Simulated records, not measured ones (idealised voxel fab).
The process module presented herein is designated voxel transistor to metal.
Section shown: cut. Width: 195 nm. Cell size: 5 nm, square.
Cross-section spec: square-cell grid; bands listed top down; each band is one or more rows. It is stipulated that each band's entry specify, in nanometres, the height of the top of the band and then that of its bottom, followed by the materials of the band in left-to-right sequence, each together with its width in nanometres. A single material marked by the word "full width" is understood to fill the band from edge to edge; the word "blank" is understood to denote empty space. Heads up on the height convention: 0 is the point under which the incoming wafer is all one material, and the lowest band has no bottom, it just keeps going down, like "0 down". A two-number width, for instance "30 to 40", indicates that the width is equal to the first number in the top row of the band and to the second number in the bottom row, and that it changes by a constant amount per row of cells. Key: "everything unchanged" - step with no changed cell in the cross-section. "Sealed voids" - sealed voids, min. 8 cells, no opening to top; format: width x height at distance (distance from left edge; nm throughout). Heads up: the bit after the settings on a step's line is the simulator's remark on that step. Steps that use a mask can have "overlay nm" on their line. It says how far the mask sat to the right of where it was meant to be. Negative means to the left.

-- Steps planned for the process
1. RECEIVE with material Si
2. OXIDIZE with depth nm 5
3. CONFORMAL_DEP with material SiN, thk nm 15
4. MASKED_ETCH with tone cover, mask id ACTIVE, width nm 105, etch materials SiN, depth nm 15, overlay nm 0
5. MASKED_ETCH with tone cover, mask id ACTIVE, width nm 105, etch materials SiO2, depth nm 5, overlay nm 0
6. MASKED_ETCH with tone cover, mask id ACTIVE, width nm 105, etch materials Si, depth nm 20, overlay nm 0
7. FILL_DEP with material SiO2, thk nm 5
8. CMP with height nm 15
9. SELECTIVE_ETCH with etch materials SiO2, depth nm 5
10. STRIP with etch materials SiN
11. SELECTIVE_ETCH with etch materials SiO2, depth nm 5
12. OXIDIZE with depth nm 5
13. DIRECTIONAL_DEP with material polySi, thk nm 25
14. DIRECTIONAL_DEP with material SiCN, thk nm 10
15. DIRECTIONAL_DEP with material aC, thk nm 15
16. PATTERN with tone cover, mask id GATE, material resist, width nm 35, thk nm 30, overlay nm 0
17. DIRECTIONAL_ETCH with etch materials aC, depth nm 15
18. STRIP with etch materials resist
19. DIRECTIONAL_ETCH with etch materials SiCN, depth nm 20
20. DIRECTIONAL_ETCH with etch materials polySi, depth nm 35
21. STRIP with etch materials aC
22. CONFORMAL_DEP with material SiN, thk nm 5
23. DIRECTIONAL_ETCH with etch materials SiN, depth nm 5
24. DIRECTIONAL_ETCH with etch materials SiO2, depth nm 5
25. DIRECTIONAL_ETCH with etch materials Si, depth nm 5
26. EPI with material pSi, thk nm 5
27. FILL_DEP with material SiO2, thk nm 5
28. CMP with height nm 20
29. STRIP with etch materials polySi
30. SELECTIVE_ETCH with etch materials SiO2, depth nm 5
31. CONFORMAL_DEP with material HfO2, thk nm 5
32. CONFORMAL_DEP with material TiN, thk nm 5
33. FILL_DEP with material W, thk nm 5
34. CMP with height nm 15
35. DIRECTIONAL_DEP with material SiO2, thk nm 10
36. PATTERN with tone open, mask id CONTACT, material resist, width nm 15, pitch nm 80, thk nm 20, overlay nm 0
37. DIRECTIONAL_ETCH with etch materials SiO2, depth nm 35
38. STRIP with etch materials resist
39. CONFORMAL_DEP with material TiN, thk nm 5
40. FILL_DEP with material Ru, thk nm 10
41. CMP with height nm 25
42. DIRECTIONAL_DEP with material TiN, thk nm 5
43. DIRECTIONAL_DEP with material Ru, thk nm 25
44. MASKED_ETCH with tone cover, mask id METAL_1, width nm 15, pitch nm 80, etch materials Ru, depth nm 25, overlay nm 0
45. MASKED_ETCH with tone cover, mask id METAL_1, width nm 15, pitch nm 80, etch materials TiN, depth nm 5, overlay nm 0
46. FILL_DEP with material SiO2, thk nm 5
47. CMP with height nm 55
48. CONFORMAL_DEP with material SiN, thk nm 5

-- Incoming wafer, cross-sectional view, post step 1
* 0 down: Si full width
* Sealed voids: none

-- Same starting wafer, same plan as above, one mistake in the execution; this is the cross-section at the end of the module
* 60 to 55: SiN full width
* 55 to 30: SiO2 50 nm, then Ru 15 nm, then SiO2 65 nm, then Ru 15 nm, then SiO2 50 nm
* 30 to 25: SiO2 50 nm, then TiN 15 nm, then SiO2 65 nm, then TiN 15 nm, then SiO2 50 nm
* 25 to 20: SiO2 50 nm, then TiN 5 nm, then Ru 5 nm, then TiN 5 nm, then SiO2 65 nm, then TiN 5 nm, then Ru 5 nm, then TiN 5 nm, then SiO2 50 nm
* 20 to 15: SiO2 50 nm, then TiN 15 nm, then SiO2 65 nm, then TiN 15 nm, then SiO2 50 nm
* 15 to 10: W 70 nm, then TiN 5 nm, then HfO2 5 nm, then SiN 5 nm, then SiO2 25 nm, then SiN 5 nm, then HfO2 5 nm, then TiN 5 nm, then W 70 nm
* 10 to 5: TiN 45 nm, then W 25 nm, then TiN 5 nm, then HfO2 5 nm, then SiN 5 nm, then SiO2 25 nm, then SiN 5 nm, then HfO2 5 nm, then TiN 5 nm, then W 25 nm, then TiN 45 nm
* 5 to 0: HfO2 40 nm, then TiN 5 nm, then W 25 nm, then TiN 5 nm, then HfO2 5 nm, then SiN 5 nm, then SiO2 25 nm, then SiN 5 nm, then HfO2 5 nm, then TiN 5 nm, then W 25 nm, then TiN 5 nm, then HfO2 40 nm
* 0 to -5: SiO2 35 nm, then HfO2 5 nm, then TiN 35 nm, then HfO2 5 nm, then SiN 5 nm, then SiO2 25 nm, then SiN 5 nm, then HfO2 5 nm, then TiN 35 nm, then HfO2 5 nm, then SiO2 35 nm
* -5 to -10: SiO2 35 nm, then HfO2 50 nm, then pSi 5 nm, then SiO2 15 nm, then pSi 5 nm, then HfO2 50 nm, then SiO2 35 nm
* -10 to -15: SiO2 45 nm, then Si 40 nm, then pSi 25 nm, then Si 40 nm, then SiO2 45 nm
* -15 to -25: SiO2 45 nm, then Si 105 nm, then SiO2 45 nm
* -25 down: Si full width
* Sealed voids: none
Misprocessing identified: step 16 deviated from plan and actually ran as PATTERN with tone open, mask id GATE, material resist, width nm 35, thk nm 30, overlay nm 0
